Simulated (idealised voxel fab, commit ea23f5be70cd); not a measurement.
The name of this process module is voxel capacitor over wiring.
Shown is cross-section cut, with a width of 200 nm and square cells of size 5 nm.
Each cross-section below is a grid of square cells, stated as bands in top-down order, with one or more rows of cells making up each band. Band: top height; bottom height; in nm. Then, left to right: material with width in nm, for each material. "all across": a single material spanning edge to edge. "air": empty space. Convention: height 0 is the level below which the wafer, as received, is all one material. The lowest band does not terminate at the bottom but continues downward, represented as "0 down". Width spec "30->40" -> top row of cells at first value, bottom row at second value, equal per-row change in between. Step marked "no change occurred"? Then no cell in the cross-section changed in it. The label "Closed internal cavities" introduces a list of the empty spaces, 8 cells or larger, that have no open way up to the top; each entry in it reads width x height at distance, where the distance is taken from the left edge and all three are stated in nm. The remark found on a step's line after its settings is issued by the simulator itself and pertains to that step. overlay nm: where the mask lay relative to plan, measured to the right, on steps with a mask; negatives go left.

-- This section lists the process steps that were planned
1: RECEIVE with material Si
2: CONFORMAL_DEP with material SiO2, thk nm 15
3: CONFORMAL_DEP with material SiCN, thk nm 5
4: DIRECTIONAL_DEP with material SiO2, thk nm 20
5: DIRECTIONAL_DEP with material aC, thk nm 15
6: PATTERN with tone open, mask id METAL_1, material resist, width nm 25, pitch nm 90, thk nm 35, overlay nm 0
7: DIRECTIONAL_ETCH with etch materials aC, depth nm 15
8: STRIP with etch materials resist
9: DIRECTIONAL_ETCH with etch materials SiO2, depth nm 20
10: DIRECTIONAL_ETCH with etch materials SiCN, depth nm 5
11: STRIP with etch materials aC
12: CONFORMAL_DEP with material TiN, thk nm 5
13: FILL_DEP with material Cu, thk nm 10
14: CMP with height nm 40
15: EPI with material Ru, thk nm 5
16: FILL_DEP with material SiCN, thk nm 5
17: DIRECTIONAL_DEP with material lowk, thk nm 10
18: PATTERN with tone open, mask id PLUG_1, material resist, width nm 15, thk nm 20, overlay nm 0
19: DIRECTIONAL_ETCH with etch materials lowk, depth nm 10
20: DIRECTIONAL_ETCH with etch materials SiCN, depth nm 5
21: STRIP with etch materials resist
22: EPI with material Ru, thk nm 10
23: EPI with material Ru, thk nm 5
24: DIRECTIONAL_DEP with material TiN, thk nm 10
25: DIRECTIONAL_DEP with material HfO2, thk nm 5
26: DIRECTIONAL_DEP with material TiN, thk nm 5
27: DIRECTIONAL_DEP with material aC, thk nm 10
28: PATTERN with tone cover, mask id UPPER_PLATE, material resist, width nm 70, thk nm 25, overlay nm 0
29: DIRECTIONAL_ETCH with etch materials aC, depth nm 10
30: STRIP with etch materials resist
31: DIRECTIONAL_ETCH with etch materials TiN, depth nm 5
32: DIRECTIONAL_ETCH with etch materials HfO2, depth nm 5
33: STRIP with etch materials aC
34: PATTERN with tone cover, mask id LOWER_PLATE, material resist, width nm 80, thk nm 15, overlay nm 0
35: DIRECTIONAL_ETCH with etch materials TiN, depth nm 10
36: STRIP with etch materials resist
37: FILL_DEP with material SiO2, thk nm 20
38: CMP with height nm 95
39: DIRECTIONAL_DEP with material aC, thk nm 15
40: PATTERN with tone open, mask id PLUG_2, material resist, width nm 15, thk nm 30, overlay nm 0
41: DIRECTIONAL_ETCH with etch materials aC, depth nm 15
42: STRIP with etch materials resist
43: DIRECTIONAL_ETCH with etch materials SiO2, depth nm 15
44: STRIP with etch materials aC
45: CONFORMAL_DEP with material TiN, thk nm 5
46: FILL_DEP with material Ru, thk nm 5
47: CMP with height nm 95
48: CONFORMAL_DEP with material SiCN, thk nm 5

-- As-received wafer cross-section (after step 1)
* 0 down: Si all across
* Closed internal cavities: none

-- first wafer at the end, as planned
* 100 to 95: SiCN all across
* 95 to 85: SiO2 (60)  TiN (5)  Ru (5)  TiN (5)  SiO2 (125)
* 85 to 75: SiO2 (60->50)  TiN (15->70)  SiO2 (125->80)
* 75 to 70: SiO2 (50)  HfO2 (70)  SiO2 (80)
* 70 to 60: SiO2 (45)  TiN (80)  SiO2 (75)
* 60 to 50: lowk (50)  Ru (15)  lowk (135)
* 50 to 45: SiCN (50)  Ru (15)  SiCN (135)
* 45 to 40: SiCN (35)  Ru (35)  SiCN (55)  Ru (35)  SiCN (40)
* 40 to 20: SiO2 (40)  TiN (5)  Cu (15)  TiN (5)  SiO2 (65)  TiN (5)  Cu (15)  TiN (5)  SiO2 (45)
* 20 to 15: SiCN (40)  TiN (25)  SiCN (65)  TiN (25)  SiCN (45)
* 15 to 0: SiO2 all across
* 0 down: Si all across
* Closed internal cavities: none

-- Now the second wafer, cross-sectioned at the end of the module. Nothing different at the start, nothing different in the plan compared with the first, just one mistake when it was actually run
* 100 to 95: SiCN all across
* 95 to 85: SiO2 (60)  TiN (5)  Ru (5)  TiN (5)  SiO2 (125)
* 85 to 80: SiO2 (60)  TiN (15)  SiO2 (125)
* 80 to 75: SiO2 (50)  TiN (35)  SiO2 (25)  TiN (10)  SiO2 (80)
* 75 to 70: SiO2 (50)  HfO2 (35)  SiO2 (25)  HfO2 (10)  SiO2 (80)
* 70 to 65: SiO2 (45)  TiN (40)  SiO2 (25)  TiN (15)  SiO2 (75)
* 65 to 60: SiO2 (45)  TiN (80)  SiO2 (75)
* 60 to 55: SiO2 (20)  Ru (65)  HfO2 (25)  Ru (65)  SiO2 (25)
* 55 to 45: SiO2 (20)  Ru (65)  TiN (25)  Ru (65)  SiO2 (25)
* 45 to 40: SiCN (35)  Ru (35)  SiCN (55)  Ru (35)  SiCN (40)
* 40 to 20: SiO2 (40)  TiN (5)  Cu (15)  TiN (5)  SiO2 (65)  TiN (5)  Cu (15)  TiN (5)  SiO2 (45)
* 20 to 15: SiCN (40)  TiN (25)  SiCN (65)  TiN (25)  SiCN (45)
* 15 to 0: SiO2 all across
* 0 down: Si all across
* Closed internal cavities: none
Misprocessing identified: execution of step 18 of the plan did not take place, the step having been omitted
Once processing is complete, comparing cell counts shows that the second wafer has more or fewer of certain materials than the first: 69 more of Ru | 37 fewer of SiCN | 42 more of SiO2 | 74 fewer of lowk
